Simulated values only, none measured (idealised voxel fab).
The name of this process module is voxel trench capacitor.
Square cells of 5 nm make up the cross-section cut, whose width is 200 nm.
Each cross-section below is a grid of square cells, stated as bands in top-down order, with one or more rows of cells making up each band. Within each band entry, the heights of the top and of the bottom of the band appear first, in that order and in nm; the materials of the band then follow from left to right, each with its corresponding width in nm. The designation "all across" on a single material indicates that it fills the band from edge to edge; the designation "blank" indicates empty space. Measure heights from 0. That's the level where, below it, the as-received wafer is all one material. The lowest band is bottomless and extends downward; write it as in "0 -> down". A width such as "30 to 40" changes by the same amount from each row of cells to the next, from the band's top row to its bottom row. Reading "nothing changed" for a step: not a cell of the cross-section changed in it. So "Sealed void list" is basically the list of trapped voids: any empty space of 8 cells or more that can't reach the top through an opening. They're written width x height at distance, the distance being from the left edge, and it's all nm. Anything after a step's settings on that line? It's the simulator's own note about the step. "overlay nm" denotes, for a step that has a mask, the displacement of the mask to the right of its planned place, with negative values corresponding to the left.

Steps planned for the process:
1,RECEIVE | material Si
2,CONFORMAL_DEP | material SiN | thk nm 5
3,MASKED_ETCH | tone open | mask id TRENCH | width nm 15 | pitch nm 45 | etch materials SiN | depth nm 5 | overlay nm 0
4,MASKED_ETCH | tone open | mask id TRENCH | width nm 15 | pitch nm 45 | etch materials Si | depth nm 40 | overlay nm 0
5,CONFORMAL_DEP | material SiO2 | thk nm 5
6,FILL_DEP | material polySi | thk nm 5
7,CMP | height nm 5

Cross-section of the wafer at receipt, which is the condition after step 1:
> 0 -> down | Si all across
> Sealed void list: none

Looking at the first of two wafers in cross-section at end of module - ran to plan:
> 5 -> 0 | 45 SiN, then 5 SiO2, then 5 polySi, then 5 SiO2, then 30 SiN, then 5 SiO2, then 5 polySi, then 5 SiO2, then 30 SiN, then 5 SiO2, then 5 polySi, then 5 SiO2, then 50 SiN
> 0 -> -35 | 45 Si, then 5 SiO2, then 5 polySi, then 5 SiO2, then 30 Si, then 5 SiO2, then 5 polySi, then 5 SiO2, then 30 Si, then 5 SiO2, then 5 polySi, then 5 SiO2, then 50 Si
> -35 -> -40 | 45 Si, then 15 SiO2, then 30 Si, then 15 SiO2, then 30 Si, then 15 SiO2, then 50 Si
> -40 -> down | Si all across
> Sealed void list: none

Wafer two (of two), end-of-module cross-section: start = wafer one, plan = wafer one, one run mistake:
> 5 -> 0 | 50 SiO2, then 5 polySi, then 40 SiO2, then 5 polySi, then 40 SiO2, then 5 polySi, then 55 SiO2
> 0 -> -35 | 45 Si, then 5 SiO2, then 5 polySi, then 5 SiO2, then 30 Si, then 5 SiO2, then 5 polySi, then 5 SiO2, then 30 Si, then 5 SiO2, then 5 polySi, then 5 SiO2, then 50 Si
> -35 -> -40 | 45 Si, then 15 SiO2, then 30 Si, then 15 SiO2, then 30 Si, then 15 SiO2, then 50 Si
> -40 -> down | Si all across
> Sealed void list: none
So what did we get wrong on this run? execution of step 2 of the plan did not take place, the step having been omitted
Per the end-of-run cell counts, the second wafer holds more or fewer of some materials than the first: SiN: 31 fewer, SiO2: 31 more
